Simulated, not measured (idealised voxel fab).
Module name: voxel spacer lines (process module)
Pictured: cross-section cut, 220 nm wide, on a grid of 5 nm square cells.
Cross-section = grid of square cells, listed top down in bands; band = one or more rows. Per band: top height and bottom height in nm, followed by the left-to-right materials and their widths in nm; "all across" marks a single material spanning edge to edge, "blank" marks empty space. Heights from 0 (as-received wafer is one material below). Bottom band endless downward, as "0 -> down". A width such as "30 to 40" changes by the same amount from each row of cells to the next, from the band's top row to its bottom row. You'll sometimes find "changes: none" written for a step, and that's the way of saying that nowhere in the cross-section did a cell change during that step. The entry titled "Enclosed empty spaces" provides the empty spaces that have no open way to the top, restricted to those of 8 cells or more. Each is presented as width x height at distance, the distance being measured from the left edge, with all three in nm. Formally, on a step line, whatever follows the settings is a remark that the simulator itself makes on the step. "overlay nm" denotes, for a step that has a mask, the displacement of the mask to the right of its planned place, with negative values corresponding to the left.
[The process steps that were planned are listed below]
| 1 | RECEIVE (material Si) |
| 2 | CONFORMAL_DEP (material Al2O3; thk nm 5) |
| 3 | DIRECTIONAL_DEP (material TiN; thk nm 20) |
| 4 | DIRECTIONAL_DEP (material polySi; thk nm 20) |
| 5 | PATTERN (tone cover; mask id MANDREL; material resist; width nm 15; pitch nm 60; thk nm 25; overlay nm 0) |
| 6 | DIRECTIONAL_ETCH (etch materials polySi; depth nm 20) |
| 7 | STRIP (etch materials resist) |
| 8 | CONFORMAL_DEP (material SiN; thk nm 15) |
| 9 | DIRECTIONAL_ETCH (etch materials SiN; depth nm 15) |
| 10 | STRIP (etch materials polySi) |
| 11 | DIRECTIONAL_ETCH (etch materials TiN; depth nm 20) |
| 12 | STRIP (etch materials SiN) |
[Cross-section of the incoming wafer, state after step 1]
    0 -> down  Si all across
    Enclosed empty spaces: none
[End-of-module cross-section of the first of two wafers, processed as planned]
    25 -> 5  blank: 55  TiN: 15  blank: 15  TiN: 15  blank: 15  TiN: 15  blank: 15  TiN: 15  blank: 60
    5 -> 0  Al2O3 all across
    0 -> down  Si all across
    Enclosed empty spaces: none
[Cross-section of the latter of the two wafers at module completion. It had an identical start and an identical plan to the former; in running it, one mistake was made]
    20 -> 0  blank: 55  TiN: 15  blank: 15  TiN: 15  blank: 15  TiN: 15  blank: 15  TiN: 15  blank: 60
    0 -> down  Si all across
    Enclosed empty spaces: none
Here's what went sideways: not run: step 2 of the plan (skipped)
Final comparison by cell count, materials where the second wafer has more or fewer than the first: 44 fewer of Al2O3
